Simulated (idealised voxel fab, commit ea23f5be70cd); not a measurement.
Process module name: voxel trench capacitor
Cross-section cut: width 210 nm, square cells of 5 nm.
This document writes a cross-section as a grid whose cells are square, and gives it as bands, listed from the top down; one or more rows of cells form a band. Per band: top height and bottom height in nm, followed by the left-to-right materials and their widths in nm; "edge to edge" marks a single material spanning edge to edge, "blank" marks empty space. Height reference: 0 = level under which incoming wafer is all one material. Lowest band: no bottom, runs on downward, e.g. "top 0, no bottom". So if you see something like "30->40" for the width, read it as the top row of the band sitting at the first number and the bottom row at the second, with every row in between moving by the same amount as the last. A step reported as "remained the same" is a step in which no cell of the cross-section changed. Basically, "Enclosed cavities" tells you about the enclosed voids: empty spaces with no open way to the top, 8 cells or bigger, each written width x height at distance, where distance is from the left edge, all in nm. Heads up: the bit after the settings on a step's line is the simulator's remark on that step. What "overlay nm" on a step's line means: if the step has a mask, that mask lay this far to the right of its planned place, or, when the value is negative, to the left.
# The following list gives the planned process steps
- 1: RECEIVE,material Si
- 2: CONFORMAL_DEP,material SiN,thk nm 10
- 3: PATTERN,tone open,mask id TRENCH,material resist,width nm 20,pitch nm 35,thk nm 15,overlay nm 0
- 4: DIRECTIONAL_ETCH,etch materials SiN,depth nm 10
- 5: DIRECTIONAL_ETCH,etch materials Si,depth nm 25
- 6: STRIP,etch materials resist
- 7: CONFORMAL_DEP,material SiO2,thk nm 5
- 8: FILL_DEP,material polySi,thk nm 5
- 9: CMP,height nm 10
# Run as planned: first of two wafers
# Here's what the wafer looked like in cross-section when it arrived - that's after step 1
	top 0, no bottom  Si edge to edge
	Enclosed cavities: none
# The wafer, seen in cross-section, after step 2
	top 10, bottom 0  SiN edge to edge
	Whatever lies below 0 is exactly as it was before.
# The wafer, seen in cross-section, after step 3
	top 25, bottom 10  resist 40 nm  blank 20 nm  resist 15 nm  blank 20 nm  resist 15 nm  blank 20 nm  resist 15 nm  blank 20 nm  resist 45 nm
	Whatever lies below 10 is exactly as it was before.
# The wafer, seen in cross-section, after step 4
	top 25, bottom 10  resist 40 nm  blank 20 nm  resist 15 nm  blank 20 nm  resist 15 nm  blank 20 nm  resist 15 nm  blank 20 nm  resist 45 nm
	top 10, bottom 0  SiN 40 nm  blank 20 nm  SiN 15 nm  blank 20 nm  SiN 15 nm  blank 20 nm  SiN 15 nm  blank 20 nm  SiN 45 nm
	Whatever lies below 0 is exactly as it was before.
# The wafer, seen in cross-section, after step 5
	top 25, bottom 10  resist 40 nm  blank 20 nm  resist 15 nm  blank 20 nm  resist 15 nm  blank 20 nm  resist 15 nm  blank 20 nm  resist 45 nm
	top 10, bottom 0  SiN 40 nm  blank 20 nm  SiN 15 nm  blank 20 nm  SiN 15 nm  blank 20 nm  SiN 15 nm  blank 20 nm  SiN 45 nm
	top 0, bottom -25  Si 40 nm  blank 20 nm  Si 15 nm  blank 20 nm  Si 15 nm  blank 20 nm  Si 15 nm  blank 20 nm  Si 45 nm
	Whatever lies below -25 is exactly as it was before.
# The wafer, seen in cross-section, after step 6
	top 10, bottom 0  SiN 40 nm  blank 20 nm  SiN 15 nm  blank 20 nm  SiN 15 nm  blank 20 nm  SiN 15 nm  blank 20 nm  SiN 45 nm
	Whatever lies below 0 is exactly as it was before.
# The wafer, seen in cross-section, after step 7
	top 15, bottom 10  SiO2 45 nm  blank 10 nm  SiO2 25 nm  blank 10 nm  SiO2 25 nm  blank 10 nm  SiO2 25 nm  blank 10 nm  SiO2 50 nm
	top 10, bottom 0  SiN 40 nm  SiO2 5 nm  blank 10 nm  SiO2 5 nm  SiN 15 nm  SiO2 5 nm  blank 10 nm  SiO2 5 nm  SiN 15 nm  SiO2 5 nm  blank 10 nm  SiO2 5 nm  SiN 15 nm  SiO2 5 nm  blank 10 nm  SiO2 5 nm  SiN 45 nm
	top 0, bottom -20  Si 40 nm  SiO2 5 nm  blank 10 nm  SiO2 5 nm  Si 15 nm  SiO2 5 nm  blank 10 nm  SiO2 5 nm  Si 15 nm  SiO2 5 nm  blank 10 nm  SiO2 5 nm  Si 15 nm  SiO2 5 nm  blank 10 nm  SiO2 5 nm  Si 45 nm
	top -20, bottom -25  Si 40 nm  SiO2 20 nm  Si 15 nm  SiO2 20 nm  Si 15 nm  SiO2 20 nm  Si 15 nm  SiO2 20 nm  Si 45 nm
	Whatever lies below -25 is exactly as it was before.
# The wafer, seen in cross-section, after step 8
	top 20, bottom 15  polySi edge to edge
	top 15, bottom 10  SiO2 45 nm  polySi 10 nm  SiO2 25 nm  polySi 10 nm  SiO2 25 nm  polySi 10 nm  SiO2 25 nm  polySi 10 nm  SiO2 50 nm
	top 10, bottom 0  SiN 40 nm  SiO2 5 nm  polySi 10 nm  SiO2 5 nm  SiN 15 nm  SiO2 5 nm  polySi 10 nm  SiO2 5 nm  SiN 15 nm  SiO2 5 nm  polySi 10 nm  SiO2 5 nm  SiN 15 nm  SiO2 5 nm  polySi 10 nm  SiO2 5 nm  SiN 45 nm
	top 0, bottom -20  Si 40 nm  SiO2 5 nm  polySi 10 nm  SiO2 5 nm  Si 15 nm  SiO2 5 nm  polySi 10 nm  SiO2 5 nm  Si 15 nm  SiO2 5 nm  polySi 10 nm  SiO2 5 nm  Si 15 nm  SiO2 5 nm  polySi 10 nm  SiO2 5 nm  Si 45 nm
	Whatever lies below -20 is exactly as it was before.
# The wafer, seen in cross-section, after step 9
	top 10, bottom 0  SiN 40 nm  SiO2 5 nm  polySi 10 nm  SiO2 5 nm  SiN 15 nm  SiO2 5 nm  polySi 10 nm  SiO2 5 nm  SiN 15 nm  SiO2 5 nm  polySi 10 nm  SiO2 5 nm  SiN 15 nm  SiO2 5 nm  polySi 10 nm  SiO2 5 nm  SiN 45 nm
	Whatever lies below 0 is exactly as it was before.
# Companion wafer, the second of two: same beginning, same intended sequence, one mistake in carrying it out; through step 1 inclusive it tracks the first exactly
# Second wafer, section view, time point: scheduled end of step 2
	top 5, bottom 0  SiN edge to edge
	Whatever lies below 0 is exactly as it was before.
# Second wafer, section view, time point: scheduled end of step 3
	top 20, bottom 5  resist 40 nm  blank 20 nm  resist 15 nm  blank 20 nm  resist 15 nm  blank 20 nm  resist 15 nm  blank 20 nm  resist 45 nm
	Whatever lies below 5 is exactly as it was before.
# Second wafer, section view, time point: scheduled end of step 4
	top 20, bottom 5  resist 40 nm  blank 20 nm  resist 15 nm  blank 20 nm  resist 15 nm  blank 20 nm  resist 15 nm  blank 20 nm  resist 45 nm
	top 5, bottom 0  SiN 40 nm  blank 20 nm  SiN 15 nm  blank 20 nm  SiN 15 nm  blank 20 nm  SiN 15 nm  blank 20 nm  SiN 45 nm
	Whatever lies below 0 is exactly as it was before.
# Second wafer, section view, time point: scheduled end of step 5
	top 20, bottom 5  resist 40 nm  blank 20 nm  resist 15 nm  blank 20 nm  resist 15 nm  blank 20 nm  resist 15 nm  blank 20 nm  resist 45 nm
	top 5, bottom 0  SiN 40 nm  blank 20 nm  SiN 15 nm  blank 20 nm  SiN 15 nm  blank 20 nm  SiN 15 nm  blank 20 nm  SiN 45 nm
	top 0, bottom -25  Si 40 nm  blank 20 nm  Si 15 nm  blank 20 nm  Si 15 nm  blank 20 nm  Si 15 nm  blank 20 nm  Si 45 nm
	Whatever lies below -25 is exactly as it was before.
# Second wafer, section view, time point: scheduled end of step 6
	top 5, bottom 0  SiN 40 nm  blank 20 nm  SiN 15 nm  blank 20 nm  SiN 15 nm  blank 20 nm  SiN 15 nm  blank 20 nm  SiN 45 nm
	Whatever lies below 0 is exactly as it was before.
# Second wafer, section view, time point: scheduled end of step 7
	top 10, bottom 5  SiO2 45 nm  blank 10 nm  SiO2 25 nm  blank 10 nm  SiO2 25 nm  blank 10 nm  SiO2 25 nm  blank 10 nm  SiO2 50 nm
	top 5, bottom 0  SiN 40 nm  SiO2 5 nm  blank 10 nm  SiO2 5 nm  SiN 15 nm  SiO2 5 nm  blank 10 nm  SiO2 5 nm  SiN 15 nm  SiO2 5 nm  blank 10 nm  SiO2 5 nm  SiN 15 nm  SiO2 5 nm  blank 10 nm  SiO2 5 nm  SiN 45 nm
	top 0, bottom -20  Si 40 nm  SiO2 5 nm  blank 10 nm  SiO2 5 nm  Si 15 nm  SiO2 5 nm  blank 10 nm  SiO2 5 nm  Si 15 nm  SiO2 5 nm  blank 10 nm  SiO2 5 nm  Si 15 nm  SiO2 5 nm  blank 10 nm  SiO2 5 nm  Si 45 nm
	top -20, bottom -25  Si 40 nm  SiO2 20 nm  Si 15 nm  SiO2 20 nm  Si 15 nm  SiO2 20 nm  Si 15 nm  SiO2 20 nm  Si 45 nm
	Whatever lies below -25 is exactly as it was before.
# Second wafer, section view, time point: scheduled end of step 8
	top 15, bottom 10  polySi edge to edge
	top 10, bottom 5  SiO2 45 nm  polySi 10 nm  SiO2 25 nm  polySi 10 nm  SiO2 25 nm  polySi 10 nm  SiO2 25 nm  polySi 10 nm  SiO2 50 nm
	top 5, bottom 0  SiN 40 nm  SiO2 5 nm  polySi 10 nm  SiO2 5 nm  SiN 15 nm  SiO2 5 nm  polySi 10 nm  SiO2 5 nm  SiN 15 nm  SiO2 5 nm  polySi 10 nm  SiO2 5 nm  SiN 15 nm  SiO2 5 nm  polySi 10 nm  SiO2 5 nm  SiN 45 nm
	top 0, bottom -20  Si 40 nm  SiO2 5 nm  polySi 10 nm  SiO2 5 nm  Si 15 nm  SiO2 5 nm  polySi 10 nm  SiO2 5 nm  Si 15 nm  SiO2 5 nm  polySi 10 nm  SiO2 5 nm  Si 15 nm  SiO2 5 nm  polySi 10 nm  SiO2 5 nm  Si 45 nm
	Whatever lies below -20 is exactly as it was before.
# Second wafer, section view, time point: scheduled end of step 9
	top 10, bottom 5  SiO2 45 nm  polySi 10 nm  SiO2 25 nm  polySi 10 nm  SiO2 25 nm  polySi 10 nm  SiO2 25 nm  polySi 10 nm  SiO2 50 nm
	Whatever lies below 5 is exactly as it was before.
The mistake made against the process plan was this: step 2 was run on a setting that differed from the plan, and what really ran there is CONFORMAL_DEP,material SiN,thk nm 5
At the finish, the second wafer shows more or fewer cells for some materials than the first does: -26 SiN; +26 SiO2
